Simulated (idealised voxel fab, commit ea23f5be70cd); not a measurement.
Process module name: voxel self aligned vias
The cross-section on display is named cut; it measures 300 nm wide, and its cells are 5 nm squares.
When this document writes out a cross-section, it uses a grid of square cells and lists it as bands, beginning at the top and moving down, with a band standing for one or more rows of cells.
Basically the band line says how high the top is and how high the bottom is, in nm, and then what's in it from left to right, every material with its width in nm. Empty space shows up as "air", and if a single material carries "edge to edge" it runs the full band edge to edge.
Beneath 0, the wafer as received is one material, and that level is where height counting begins. The lowest band goes on downward without a bottom; it is written like "0 down".
A two-number width, for instance "30 to 40", indicates that the width is equal to the first number in the top row of the band and to the second number in the bottom row, and that it changes by a constant amount per row of cells.
Where the words "nothing got changed" appear for a step, the cross-section shows no cell changed by that step; every cell remained as before.
"Enclosed void entries" lists enclosed empty spaces (at least 8 cells, no open path upward to the top), each as width x height at distance from the left edge, in nm.
Past the settings on a step's line: simulator remark, on that step.
"overlay nm" denotes, for a step that has a mask, the displacement of the mask to the right of its planned place, with negative values corresponding to the left.
[Intended process steps]
1: RECEIVE [material Si]
2: CONFORMAL_DEP [material SiO2] [thk nm 10]
3: CONFORMAL_DEP [material SiCN] [thk nm 5]
4: DIRECTIONAL_DEP [material SiO2] [thk nm 30]
5: DIRECTIONAL_DEP [material aC] [thk nm 15]
6: PATTERN [tone open] [mask id LINES] [material resist] [width nm 20] [pitch nm 55] [thk nm 30] [overlay nm 0]
7: DIRECTIONAL_ETCH [etch materials aC] [depth nm 15]
8: STRIP [etch materials resist]
9: DIRECTIONAL_ETCH [etch materials SiO2] [depth nm 30]
10: STRIP [etch materials aC]
11: CONFORMAL_DEP [material TiN] [thk nm 5]
12: FILL_DEP [material Ru] [thk nm 10]
13: CMP [height nm 45]
14: SELECTIVE_ETCH [etch materials W Ru TiN] [depth nm 5]
15: FILL_DEP [material SiN] [thk nm 5]
16: CMP [height nm 45]
17: DIRECTIONAL_DEP [material SiO2] [thk nm 15]
18: MASKED_ETCH [tone open] [mask id VIAS] [width nm 30] [pitch nm 55] [etch materials SiO2] [depth nm 15] [overlay nm 0]
19: MASKED_ETCH [tone open] [mask id VIAS] [width nm 30] [pitch nm 55] [etch materials SiN] [depth nm 5] [overlay nm -15]
20: CONFORMAL_DEP [material TiN] [thk nm 5]
21: FILL_DEP [material Cu] [thk nm 5]
22: CMP [height nm 60]
23: CONFORMAL_DEP [material SiCN] [thk nm 5]
All wafers enter the flow in the same state. The overlay nm at step 19 differs from wafer to wafer, and the plan gives the value for the first wafer.
[The first of several wafers in cross-section, exactly as it reached us after step 1]
0 down: Si edge to edge
Enclosed void entries: none
[Module finished, last step 23 done: cross-section of the first of several wafers]
65 to 60: SiCN edge to edge
60 to 50: SiO2: 80  TiN: 5  Cu: 20  TiN: 5  SiO2: 25  TiN: 5  Cu: 20  TiN: 5  SiO2: 25  TiN: 5  Cu: 20  TiN: 5  SiO2: 80
50 to 45: SiO2: 80  TiN: 30  SiO2: 25  TiN: 30  SiO2: 25  TiN: 30  SiO2: 80
45 to 40: SiO2: 85  TiN: 10  SiN: 10  SiO2: 35  TiN: 10  SiN: 10  SiO2: 35  TiN: 10  SiN: 10  SiO2: 85
40 to 20: SiO2: 85  TiN: 5  Ru: 10  TiN: 5  SiO2: 35  TiN: 5  Ru: 10  TiN: 5  SiO2: 35  TiN: 5  Ru: 10  TiN: 5  SiO2: 85
20 to 15: SiO2: 85  TiN: 20  SiO2: 35  TiN: 20  SiO2: 35  TiN: 20  SiO2: 85
15 to 10: SiCN edge to edge
10 to 0: SiO2 edge to edge
0 down: Si edge to edge
Enclosed void entries: none
[At the end of the module, the last of several wafers in cross-section]
65 to 60: SiCN edge to edge
60 to 50: SiO2: 80  TiN: 5  Cu: 20  TiN: 5  SiO2: 25  TiN: 5  Cu: 20  TiN: 5  SiO2: 25  TiN: 5  Cu: 20  TiN: 5  SiO2: 80
50 to 45: SiO2: 80  TiN: 30  SiO2: 25  TiN: 30  SiO2: 25  TiN: 30  SiO2: 80
45 to 40: SiO2: 85  SiN: 10  TiN: 10  SiO2: 35  SiN: 10  TiN: 10  SiO2: 35  SiN: 10  TiN: 10  SiO2: 85
40 to 20: SiO2: 85  TiN: 5  Ru: 10  TiN: 5  SiO2: 35  TiN: 5  Ru: 10  TiN: 5  SiO2: 35  TiN: 5  Ru: 10  TiN: 5  SiO2: 85
20 to 15: SiO2: 85  TiN: 20  SiO2: 35  TiN: 20  SiO2: 35  TiN: 20  SiO2: 85
15 to 10: SiCN edge to edge
10 to 0: SiO2 edge to edge
0 down: Si edge to edge
Enclosed void entries: none
[Heads up, this table goes wafer by wafer. A row tells you, at the end of the module, how many cells of each material that wafer has put on (+) or dropped (-) since it was received, and then its closed voids]
overlay nm -15 | +24 Cu | +24 Ru | +120 SiCN | +6 SiN | +534 SiO2 | +72 TiN | Enclosed void entries: none
overlay nm -10 | +27 Cu | +24 Ru | +120 SiCN | +3 SiN | +534 SiO2 | +72 TiN | Enclosed void entries: none
overlay nm -5 | +30 Cu | +24 Ru | +120 SiCN | +534 SiO2 | +72 TiN | Enclosed void entries: none
overlay nm 0 | +30 Cu | +24 Ru | +120 SiCN | +534 SiO2 | +72 TiN | Enclosed void entries: none
overlay nm 5 | +30 Cu | +24 Ru | +120 SiCN | +534 SiO2 | +72 TiN | Enclosed void entries: none
overlay nm 10 | +27 Cu | +24 Ru | +120 SiCN | +3 SiN | +534 SiO2 | +72 TiN | Enclosed void entries: none
overlay nm 15 | +24 Cu | +24 Ru | +120 SiCN | +6 SiN | +534 SiO2 | +72 TiN | Enclosed void entries: none
